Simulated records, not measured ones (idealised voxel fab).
This is a process module. Its name is voxel self aligned contacts.
The cross-section shown here is cut; it is 250 nm wide and divided into square cells measuring 5 nm on a side.
The cross-sections in this document take the form of a grid made of square cells. They are written out as bands, in order from top to bottom. Each band consists of one or more rows of cells.
Band: top and bottom heights (nm) first, top before bottom; then materials from left to right, widths in nm. "edge to edge" marks a sole material filling the band edge to edge. "empty" denotes empty space.
Note: height 0 marks the level under which the wafer is uniformly one material as received. Lowest band unbounded below, written "0 and below".
Per-row width for "30 to 40": begins at first number (top row of band), ends at second number (bottom row), increment between rows held constant.
Basically "nothing was modified" means that step didn't change any cell in the cross-section.
Entry "Non-vented voids" = empty spaces >= 8 cells with no open way to the top; each as width x height at distance, distance from left edge, all nm.
Read whatever lies past the settings on a step's line as the simulator's own remark about the step.
The line of a step may include "overlay nm". On a step with a mask, this value is how far to the right of its planned place the mask lay. A negative value means the mask lay to the left.
STEPS PLANNED FOR THE PROCESS
1,RECEIVE | material Si
2,OXIDIZE | depth nm 5
3,DIRECTIONAL_DEP | material polySi | thk nm 25
4,DIRECTIONAL_DEP | material SiN | thk nm 20
5,DIRECTIONAL_DEP | material aC | thk nm 15
6,PATTERN | tone cover | mask id GATE | material resist | width nm 30 | pitch nm 75 | thk nm 30 | overlay nm 0
7,DIRECTIONAL_ETCH | etch materials aC | depth nm 15
8,STRIP | etch materials resist
9,DIRECTIONAL_ETCH | etch materials SiN | depth nm 20
10,DIRECTIONAL_ETCH | etch materials polySi | depth nm 25
11,STRIP | etch materials aC
12,CONFORMAL_DEP | material SiN | thk nm 10
13,DIRECTIONAL_ETCH | etch materials SiN | depth nm 10
14,FILL_DEP | material SiO2 | thk nm 15
15,CMP | height nm 55
16,DIRECTIONAL_DEP | material aC | thk nm 15
17,PATTERN | tone open | mask id CONTACT | material resist | width nm 55 | thk nm 30 | overlay nm 0
18,DIRECTIONAL_ETCH | etch materials aC | depth nm 15
19,STRIP | etch materials resist
20,DIRECTIONAL_ETCH | etch materials SiO2 | depth nm 60
21,STRIP | etch materials aC
22,CONFORMAL_DEP | material TiN | thk nm 5
23,FILL_DEP | material W | thk nm 5
24,CMP | height nm 55
25,CONFORMAL_DEP | material SiCN | thk nm 5
FIRST WAFER, TWO IN TOTAL, RUN AS PLANNED
CROSS-SECTIONAL VIEW OF THE WAFER IN ITS AS-RECEIVED CONDITION, CORRESPONDING TO THE STATE AFTER STEP 1
    0 and below = Si edge to edge
    Non-vented voids: none
AFTER STEP 2
    0 down to -5 = SiO2 edge to edge
    Note: structure below -5 unchanged.
AFTER STEP 3
    25 down to 0 = polySi edge to edge
    Note: structure below 0 unchanged.
AFTER STEP 4
    45 down to 25 = SiN edge to edge
    Note: structure below 25 unchanged.
AFTER STEP 5
    60 down to 45 = aC edge to edge
    Note: structure below 45 unchanged.
AFTER STEP 6
    90 down to 60 = 70 of empty | 30 of resist | 45 of empty | 30 of resist | 75 of empty
    Note: structure below 60 unchanged.
AFTER STEP 7
    75 down to 60 = 70 of empty | 30 of resist | 45 of empty | 30 of resist | 75 of empty
    60 down to 45 = 70 of empty | 30 of aC | 45 of empty | 30 of aC | 75 of empty
    Note: structure below 45 unchanged.
AFTER STEP 8
    60 down to 45 = 70 of empty | 30 of aC | 45 of empty | 30 of aC | 75 of empty
    Note: structure below 45 unchanged.
AFTER STEP 9
    60 down to 45 = 70 of empty | 30 of aC | 45 of empty | 30 of aC | 75 of empty
    45 down to 25 = 70 of empty | 30 of SiN | 45 of empty | 30 of SiN | 75 of empty
    Note: structure below 25 unchanged.
AFTER STEP 10
    60 down to 45 = 70 of empty | 30 of aC | 45 of empty | 30 of aC | 75 of empty
    45 down to 25 = 70 of empty | 30 of SiN | 45 of empty | 30 of SiN | 75 of empty
    25 down to 0 = 70 of empty | 30 of polySi | 45 of empty | 30 of polySi | 75 of empty
    Note: structure below 0 unchanged.
AFTER STEP 11
    45 down to 25 = 70 of empty | 30 of SiN | 45 of empty | 30 of SiN | 75 of empty
    Note: structure below 25 unchanged.
AFTER STEP 12
    55 down to 25 = 60 of empty | 50 of SiN | 25 of empty | 50 of SiN | 65 of empty
    25 down to 10 = 60 of empty | 10 of SiN | 30 of polySi | 10 of SiN | 25 of empty | 10 of SiN | 30 of polySi | 10 of SiN | 65 of empty
    10 down to 0 = 70 of SiN | 30 of polySi | 45 of SiN | 30 of polySi | 75 of SiN
    Note: structure below 0 unchanged.
AFTER STEP 13
    45 down to 25 = 60 of empty | 50 of SiN | 25 of empty | 50 of SiN | 65 of empty
    25 down to 0 = 60 of empty | 10 of SiN | 30 of polySi | 10 of SiN | 25 of empty | 10 of SiN | 30 of polySi | 10 of SiN | 65 of empty
    Note: structure below 0 unchanged.
AFTER STEP 14
    60 down to 45 = SiO2 edge to edge
    45 down to 25 = 60 of SiO2 | 50 of SiN | 25 of SiO2 | 50 of SiN | 65 of SiO2
    25 down to 0 = 60 of SiO2 | 10 of SiN | 30 of polySi | 10 of SiN | 25 of SiO2 | 10 of SiN | 30 of polySi | 10 of SiN | 65 of SiO2
    Note: structure below 0 unchanged.
AFTER STEP 15
    55 down to 45 = SiO2 edge to edge
    Note: structure below 45 unchanged.
AFTER STEP 16
    70 down to 55 = aC edge to edge
    Note: structure below 55 unchanged.
AFTER STEP 17
    100 down to 70 = 95 of resist | 55 of empty | 100 of resist
    Note: structure below 70 unchanged.
AFTER STEP 18
    85 down to 70 = 95 of resist | 55 of empty | 100 of resist
    70 down to 55 = 95 of aC | 55 of empty | 100 of aC
    Note: structure below 55 unchanged.
AFTER STEP 19
    70 down to 55 = 95 of aC | 55 of empty | 100 of aC
    Note: structure below 55 unchanged.
AFTER STEP 20
    70 down to 55 = 95 of aC | 55 of empty | 100 of aC
    55 down to 45 = 95 of SiO2 | 55 of empty | 100 of SiO2
    45 down to 25 = 60 of SiO2 | 50 of SiN | 25 of empty | 50 of SiN | 65 of SiO2
    25 down to 0 = 60 of SiO2 | 10 of SiN | 30 of polySi | 10 of SiN | 25 of empty | 10 of SiN | 30 of polySi | 10 of SiN | 65 of SiO2
    0 down to -5 = 110 of SiO2 | 25 of empty | 115 of SiO2
    Note: structure below -5 unchanged.
AFTER STEP 21
    55 down to 45 = 95 of SiO2 | 55 of empty | 100 of SiO2
    Note: structure below 45 unchanged.
AFTER STEP 22
    60 down to 55 = 100 of TiN | 45 of empty | 105 of TiN
    55 down to 45 = 95 of SiO2 | 5 to 20 of TiN | 45 to 15 of empty | 5 to 20 of TiN | 100 of SiO2
    45 down to 25 = 60 of SiO2 | 50 of SiN | 5 of TiN | 15 of empty | 5 of TiN | 50 of SiN | 65 of SiO2
    25 down to 0 = 60 of SiO2 | 10 of SiN | 30 of polySi | 10 of SiN | 5 of TiN | 15 of empty | 5 of TiN | 10 of SiN | 30 of polySi | 10 of SiN | 65 of SiO2
    0 down to -5 = 110 of SiO2 | 25 of TiN | 115 of SiO2
    Note: structure below -5 unchanged.
AFTER STEP 23
    65 down to 60 = W edge to edge
    60 down to 55 = 100 of TiN | 45 of W | 105 of TiN
    55 down to 45 = 95 of SiO2 | 5 to 20 of TiN | 45 to 15 of W | 5 to 20 of TiN | 100 of SiO2
    45 down to 25 = 60 of SiO2 | 50 of SiN | 5 of TiN | 15 of W | 5 of TiN | 50 of SiN | 65 of SiO2
    25 down to 0 = 60 of SiO2 | 10 of SiN | 30 of polySi | 10 of SiN | 5 of TiN | 15 of W | 5 of TiN | 10 of SiN | 30 of polySi | 10 of SiN | 65 of SiO2
    Note: structure below 0 unchanged.
AFTER STEP 24
    55 down to 45 = 95 of SiO2 | 5 to 20 of TiN | 45 to 15 of W | 5 to 20 of TiN | 100 of SiO2
    Note: structure below 45 unchanged.
AFTER STEP 25
    60 down to 55 = SiCN edge to edge
    Note: structure below 55 unchanged.
WAFER TWO OF TWO - SAME STARTING POINT, SAME PROCESS PLAN, ONE MISTAKE IN EXECUTION; MATCHES WAFER ONE UP TO AND INCLUDING STEP 9
CROSS-SECTION OF THE SECOND WAFER CORRESPONDING TO THE PLANNED CONCLUSION OF STEP 10
    60 down to 45 = 70 of empty | 30 of aC | 45 of empty | 30 of aC | 75 of empty
    45 down to 25 = 70 of empty | 30 of SiN | 45 of empty | 30 of SiN | 75 of empty
    25 down to 10 = 70 of empty | 30 of polySi | 45 of empty | 30 of polySi | 75 of empty
    Note: structure below 10 unchanged.
CROSS-SECTION OF THE SECOND WAFER CORRESPONDING TO THE PLANNED CONCLUSION OF STEP 11
    45 down to 25 = 70 of empty | 30 of SiN | 45 of empty | 30 of SiN | 75 of empty
    Note: structure below 25 unchanged.
CROSS-SECTION OF THE SECOND WAFER CORRESPONDING TO THE PLANNED CONCLUSION OF STEP 12
    55 down to 25 = 60 of empty | 50 of SiN | 25 of empty | 50 of SiN | 65 of empty
    25 down to 20 = 60 of empty | 10 of SiN | 30 of polySi | 10 of SiN | 25 of empty | 10 of SiN | 30 of polySi | 10 of SiN | 65 of empty
    20 down to 10 = 70 of SiN | 30 of polySi | 45 of SiN | 30 of polySi | 75 of SiN
    Note: structure below 10 unchanged.
CROSS-SECTION OF THE SECOND WAFER CORRESPONDING TO THE PLANNED CONCLUSION OF STEP 13
    45 down to 25 = 60 of empty | 50 of SiN | 25 of empty | 50 of SiN | 65 of empty
    25 down to 10 = 60 of empty | 10 of SiN | 30 of polySi | 10 of SiN | 25 of empty | 10 of SiN | 30 of polySi | 10 of SiN | 65 of empty
    Note: structure below 10 unchanged.
CROSS-SECTION OF THE SECOND WAFER CORRESPONDING TO THE PLANNED CONCLUSION OF STEP 14
    60 down to 45 = SiO2 edge to edge
    45 down to 25 = 60 of SiO2 | 50 of SiN | 25 of SiO2 | 50 of SiN | 65 of SiO2
    25 down to 10 = 60 of SiO2 | 10 of SiN | 30 of polySi | 10 of SiN | 25 of SiO2 | 10 of SiN | 30 of polySi | 10 of SiN | 65 of SiO2
    Note: structure below 10 unchanged.
CROSS-SECTION OF THE SECOND WAFER CORRESPONDING TO THE PLANNED CONCLUSION OF STEP 15
    55 down to 45 = SiO2 edge to edge
    Note: structure below 45 unchanged.
CROSS-SECTION OF THE SECOND WAFER CORRESPONDING TO THE PLANNED CONCLUSION OF STEP 16
    70 down to 55 = aC edge to edge
    Note: structure below 55 unchanged.
CROSS-SECTION OF THE SECOND WAFER CORRESPONDING TO THE PLANNED CONCLUSION OF STEP 17
    100 down to 70 = 95 of resist | 55 of empty | 100 of resist
    Note: structure below 70 unchanged.
CROSS-SECTION OF THE SECOND WAFER CORRESPONDING TO THE PLANNED CONCLUSION OF STEP 18
    85 down to 70 = 95 of resist | 55 of empty | 100 of resist
    70 down to 55 = 95 of aC | 55 of empty | 100 of aC
    Note: structure below 55 unchanged.
CROSS-SECTION OF THE SECOND WAFER CORRESPONDING TO THE PLANNED CONCLUSION OF STEP 19
    70 down to 55 = 95 of aC | 55 of empty | 100 of aC
    Note: structure below 55 unchanged.
CROSS-SECTION OF THE SECOND WAFER CORRESPONDING TO THE PLANNED CONCLUSION OF STEP 20
    70 down to 55 = 95 of aC | 55 of empty | 100 of aC
    55 down to 45 = 95 of SiO2 | 55 of empty | 100 of SiO2
    45 down to 25 = 60 of SiO2 | 50 of SiN | 25 of empty | 50 of SiN | 65 of SiO2
    25 down to 10 = 60 of SiO2 | 10 of SiN | 30 of polySi | 10 of SiN | 25 of empty | 10 of SiN | 30 of polySi | 10 of SiN | 65 of SiO2
    Note: structure below 10 unchanged.
CROSS-SECTION OF THE SECOND WAFER CORRESPONDING TO THE PLANNED CONCLUSION OF STEP 21
    55 down to 45 = 95 of SiO2 | 55 of empty | 100 of SiO2
    Note: structure below 45 unchanged.
CROSS-SECTION OF THE SECOND WAFER CORRESPONDING TO THE PLANNED CONCLUSION OF STEP 22
    60 down to 55 = 100 of TiN | 45 of empty | 105 of TiN
    55 down to 45 = 95 of SiO2 | 5 to 20 of TiN | 45 to 15 of empty | 5 to 20 of TiN | 100 of SiO2
    45 down to 25 = 60 of SiO2 | 50 of SiN | 5 of TiN | 15 of empty | 5 of TiN | 50 of SiN | 65 of SiO2
    25 down to 15 = 60 of SiO2 | 10 of SiN | 30 of polySi | 10 of SiN | 5 of TiN | 15 of empty | 5 of TiN | 10 of SiN | 30 of polySi | 10 of SiN | 65 of SiO2
    15 down to 10 = 60 of SiO2 | 10 of SiN | 30 of polySi | 10 of SiN | 25 of TiN | 10 of SiN | 30 of polySi | 10 of SiN | 65 of SiO2
    Note: structure below 10 unchanged.
CROSS-SECTION OF THE SECOND WAFER CORRESPONDING TO THE PLANNED CONCLUSION OF STEP 23
    65 down to 60 = W edge to edge
    60 down to 55 = 100 of TiN | 45 of W | 105 of TiN
    55 down to 45 = 95 of SiO2 | 5 to 20 of TiN | 45 to 15 of W | 5 to 20 of TiN | 100 of SiO2
    45 down to 25 = 60 of SiO2 | 50 of SiN | 5 of TiN | 15 of W | 5 of TiN | 50 of SiN | 65 of SiO2
    25 down to 15 = 60 of SiO2 | 10 of SiN | 30 of polySi | 10 of SiN | 5 of TiN | 15 of W | 5 of TiN | 10 of SiN | 30 of polySi | 10 of SiN | 65 of SiO2
    Note: structure below 15 unchanged.
CROSS-SECTION OF THE SECOND WAFER CORRESPONDING TO THE PLANNED CONCLUSION OF STEP 24
    55 down to 45 = 95 of SiO2 | 5 to 20 of TiN | 45 to 15 of W | 5 to 20 of TiN | 100 of SiO2
    Note: structure below 45 unchanged.
CROSS-SECTION OF THE SECOND WAFER CORRESPONDING TO THE PLANNED CONCLUSION OF STEP 25
    60 down to 55 = SiCN edge to edge
    Note: structure below 55 unchanged.
Against the plan, the run slipped here: step 10 went in with a setting other than planned; the actual run was DIRECTIONAL_ETCH | etch materials polySi | depth nm 15
At the finish, the second wafer shows more or fewer cells for some materials than the first does: SiN: 16 fewer | SiO2: 45 fewer | TiN: 6 fewer | W: 9 fewer | polySi: 76 more
